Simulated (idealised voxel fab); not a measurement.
Process module heading - voxel self aligned contacts
Displayed cross-section: cut, width of 215 nm, square cells sized 5 nm.
For the purposes of this document, a cross-section shall be understood as a grid of square cells, specified as bands listed in top-to-bottom order, each band consisting of one or more rows of cells. First you get the band's top height and its bottom height, in nm, and then the materials it's made of, left to right, with each width in nm. If you see a single material with "throughout", that one covers the band edge to edge. "blank" is empty space. A quick word on heights: they are counted from 0, and under that level the wafer as it came to us is one material throughout. The lowest band is different from the rest in having no bottom; it simply continues downward, written as in "top 0, no bottom". Width "30 to 40": first value at the band's top row of cells, second value at its bottom row, equal change from row to row. "all unchanged" means the step left every cell of the cross-section as it was. For the entry "Internal closed voids", the listed items are empty spaces with no open way to the top whose size is 8 cells or more; each item follows the pattern width x height at distance, where distance is from the left edge and all three are in nm. That trailing text on a step's line, after the settings, is the simulator's own remark on the step. The "overlay nm" setting may appear on a step's line; for a step that uses a mask, it gives how far to the right of its planned position the mask lay, and a negative value indicates the left. Structure of the following material. The material consists of pairs of cross-sections. Each pair comprises the cross-section before one process step and the cross-section after that step, the latter shown only down to the lowest band that changed. The step between the cross-sections is specified beneath each pair, including its settings. Pairs are not necessarily consecutive: they may derive from different runs of this module performed on the same starting wafer. Continuity with the pair above is to be assumed only where the entry headed "Preceding state" of the pair in question states it.

[Preceding state]
top 60, bottom 45 | aC throughout
top 45, bottom 40 | SiO2 throughout
top 40, bottom 20 | SiO2 25 nm, SiN 45 nm, SiO2 15 nm, SiN 45 nm, SiO2 15 nm, SiN 45 nm, SiO2 25 nm
top 20, bottom 0 | SiO2 25 nm, SiN 10 nm, polySi 25 nm, SiN 10 nm, SiO2 15 nm, SiN 10 nm, polySi 25 nm, SiN 10 nm, SiO2 15 nm, SiN 10 nm, polySi 25 nm, SiN 10 nm, SiO2 25 nm
top 0, bottom -5 | SiO2 throughout
top -5, no bottom | Si throughout
Internal closed voids: none

[Resulting Cross-Section]
top 95, bottom 60 | blank 55 nm, resist 45 nm, blank 15 nm, resist 45 nm, blank 55 nm
Under 60: no change, same as before.
Internal closed voids: none
Connecting step for the cross-sections above: PATTERN [tone cover] [mask id CONTACT] [material resist] [width nm 45] [pitch nm 60] [thk nm 35] [overlay nm 0]

Preceding state: nothing new to draw here, it's the after view of the pair just above.

[Resulting Cross-Section]
top 80, bottom 60 | blank 55 nm, resist 45 nm, blank 15 nm, resist 45 nm, blank 55 nm
top 60, bottom 45 | blank 55 nm, aC 45 nm, blank 15 nm, aC 45 nm, blank 55 nm
Under 45: no change, same as before.
Internal closed voids: none
Connecting step for the cross-sections above: DIRECTIONAL_ETCH [etch materials aC] [depth nm 15]

Preceding state: nothing new to draw here, it's the after view of the pair just above.

[Resulting Cross-Section]
top 60, bottom 45 | blank 55 nm, aC 45 nm, blank 15 nm, aC 45 nm, blank 55 nm
Under 45: no change, same as before.
Internal closed voids: none
Connecting step for the cross-sections above: STRIP [etch materials resist]

Preceding state: nothing new to draw here, it's the after view of the pair just above.

[Resulting Cross-Section]
top 60, bottom 45 | blank 55 nm, aC 45 nm, blank 15 nm, aC 45 nm, blank 55 nm
top 45, bottom 40 | blank 55 nm, SiO2 45 nm, blank 15 nm, SiO2 45 nm, blank 55 nm
top 40, bottom 20 | blank 25 nm, SiN 45 nm, SiO2 15 nm, SiN 45 nm, SiO2 15 nm, SiN 45 nm, blank 25 nm
top 20, bottom 0 | blank 25 nm, SiN 10 nm, polySi 25 nm, SiN 10 nm, SiO2 15 nm, SiN 10 nm, polySi 25 nm, SiN 10 nm, SiO2 15 nm, SiN 10 nm, polySi 25 nm, SiN 10 nm, blank 25 nm
top 0, bottom -5 | blank 25 nm, SiO2 165 nm, blank 25 nm
Under -5: no change, same as before.
Internal closed voids: none
Connecting step for the cross-sections above: DIRECTIONAL_ETCH [etch materials SiO2] [depth nm 50]

Preceding state: nothing new to draw here, it's the after view of the pair just above.

[Resulting Cross-Section]
top 45, bottom 40 | blank 55 nm, SiO2 45 nm, blank 15 nm, SiO2 45 nm, blank 55 nm
Under 40: no change, same as before.
Internal closed voids: none
Connecting step for the cross-sections above: STRIP [etch materials aC]

Preceding state: nothing new to draw here, it's the after view of the pair just above.

[Resulting Cross-Section]
top 50, bottom 45 | blank 50 nm, TiN 55 nm, blank 5 nm, TiN 55 nm, blank 50 nm
top 45, bottom 40 | blank 20 nm, TiN 35 nm, SiO2 45 nm, TiN 15 nm, SiO2 45 nm, TiN 35 nm, blank 20 nm
top 40, bottom 20 | blank 20 nm, TiN 5 nm, SiN 45 nm, SiO2 15 nm, SiN 45 nm, SiO2 15 nm, SiN 45 nm, TiN 5 nm, blank 20 nm
top 20, bottom 0 | blank 20 nm, TiN 5 nm, SiN 10 nm, polySi 25 nm, SiN 10 nm, SiO2 15 nm, SiN 10 nm, polySi 25 nm, SiN 10 nm, SiO2 15 nm, SiN 10 nm, polySi 25 nm, SiN 10 nm, TiN 5 nm, blank 20 nm
top 0, bottom -5 | TiN 25 nm, SiO2 165 nm, TiN 25 nm
Under -5: no change, same as before.
Internal closed voids: none
Connecting step for the cross-sections above: CONFORMAL_DEP [material TiN] [thk nm 5]

Preceding state: nothing new to draw here, it's the after view of the pair just above.

[Resulting Cross-Section]
top 55, bottom 50 | W throughout
top 50, bottom 45 | W 50 nm, TiN 55 nm, W 5 nm, TiN 55 nm, W 50 nm
top 45, bottom 40 | W 20 nm, TiN 35 nm, SiO2 45 nm, TiN 15 nm, SiO2 45 nm, TiN 35 nm, W 20 nm
top 40, bottom 20 | W 20 nm, TiN 5 nm, SiN 45 nm, SiO2 15 nm, SiN 45 nm, SiO2 15 nm, SiN 45 nm, TiN 5 nm, W 20 nm
top 20, bottom 0 | W 20 nm, TiN 5 nm, SiN 10 nm, polySi 25 nm, SiN 10 nm, SiO2 15 nm, SiN 10 nm, polySi 25 nm, SiN 10 nm, SiO2 15 nm, SiN 10 nm, polySi 25 nm, SiN 10 nm, TiN 5 nm, W 20 nm
Under 0: no change, same as before.
Internal closed voids: none
Connecting step for the cross-sections above: FILL_DEP [material W] [thk nm 5]

Preceding state: nothing new to draw here, it's the after view of the pair just above.

[Resulting Cross-Section]
top 45, bottom 40 | W 20 nm, TiN 35 nm, SiO2 45 nm, TiN 15 nm, SiO2 45 nm, TiN 35 nm, W 20 nm
Under 40: no change, same as before.
Internal closed voids: none
Connecting step for the cross-sections above: CMP [height nm 45]

Preceding state: nothing new to draw here, it's the after view of the pair just above.

[Resulting Cross-Section]
top 50, bottom 45 | SiN throughout
Under 45: no change, same as before.
Internal closed voids: none
Connecting step for the cross-sections above: CONFORMAL_DEP [material SiN] [thk nm 5]
